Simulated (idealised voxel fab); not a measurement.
The following is a process module called voxel quadruple lines.
The cross-section on display is named cut; it measures 220 nm wide, and its cells are 5 nm squares.
Think of the cross-section as a grid of square cells. We describe it in bands, top to bottom, and each band covers one or more rows of those cells.
Each band's line starts with the height of the band's top and of its bottom, in nm. Then come its materials from left to right, each with its width in nm. One material with "edge to edge" fills the band from edge to edge. "air" is empty space.
Beneath 0, the wafer as received is one material, and that level is where height counting begins. The lowest band goes on downward without a bottom; it is written like "0 down".
Per-row width for "30..40": begins at first number (top row of band), ends at second number (bottom row), increment between rows held constant.
"no alteration" (step): cross-section cells unchanged, all of them.
Entry "Sealed void list" = empty spaces >= 8 cells with no open way to the top; each as width x height at distance, distance from left edge, all nm.
Heads up: the bit after the settings on a step's line is the simulator's remark on that step.
"overlay nm" on a masked step: distance the mask lay right of its planned place, negative for left.
Process steps foreseen in the plan:
1: RECEIVE (material Si)
2: CONFORMAL_DEP (material SiO2; thk nm 5)
3: DIRECTIONAL_DEP (material W; thk nm 15)
4: DIRECTIONAL_DEP (material polySi; thk nm 20)
5: DIRECTIONAL_DEP (material aC; thk nm 20)
6: PATTERN (tone cover; mask id MANDREL; material resist; width nm 25; thk nm 30; overlay nm -15)
7: DIRECTIONAL_ETCH (etch materials aC; depth nm 20)
8: STRIP (etch materials resist)
9: CONFORMAL_DEP (material SiO2; thk nm 15)
10: DIRECTIONAL_ETCH (etch materials SiO2; depth nm 15)
11: STRIP (etch materials aC)
12: DIRECTIONAL_ETCH (etch materials polySi; depth nm 20)
13: STRIP (etch materials SiO2)
14: CONFORMAL_DEP (material SiCN; thk nm 5)
15: DIRECTIONAL_ETCH (etch materials SiCN; depth nm 5)
16: STRIP (etch materials polySi)
17: DIRECTIONAL_ETCH (etch materials W; depth nm 15)
18: STRIP (etch materials SiCN)
19: FILL_DEP (material lowk; thk nm 10)
20: CMP (height nm 20)
Among the wafers covered here, the point of difference is the overlay nm at step 6; their starting state is shared, and the plan presents the value of the first wafer.
First of several wafers (as received, post step 1), cross-sectional view:
  0 down: Si edge to edge
  Sealed void list: none
After the module's final step, step 20: the first of several wafers in cross-section:
  20 to 5: lowk 60 / W 5 / lowk 15 / W 5 / lowk 15 / W 5 / lowk 15 / W 5 / lowk 95
  5 to 0: SiO2 edge to edge
  0 down: Si edge to edge
  Sealed void list: none
Cross-section at module completion, last wafer:
  20 to 5: lowk 90 / W 5 / lowk 15 / W 5 / lowk 15 / W 5 / lowk 15 / W 5 / lowk 65
  5 to 0: SiO2 edge to edge
  0 down: Si edge to edge
  Sealed void list: none
Note: the following table is arranged by wafer, a row apiece. Each row reports the end-of-module state: per material, cells gained (+) or cells lost (-) compared with the wafer as received; closed voids follow:
overlay nm -15, +44 SiO2, +12 W, +120 lowk, Sealed void list: none
overlay nm -10, +44 SiO2, +12 W, +120 lowk, Sealed void list: none
overlay nm -5, +44 SiO2, +12 W, +120 lowk, Sealed void list: none
overlay nm 0, +44 SiO2, +12 W, +120 lowk, Sealed void list: none
overlay nm 5, +44 SiO2, +12 W, +120 lowk, Sealed void list: none
overlay nm 10, +44 SiO2, +12 W, +120 lowk, Sealed void list: none
overlay nm 15, +44 SiO2, +12 W, +120 lowk, Sealed void list: none
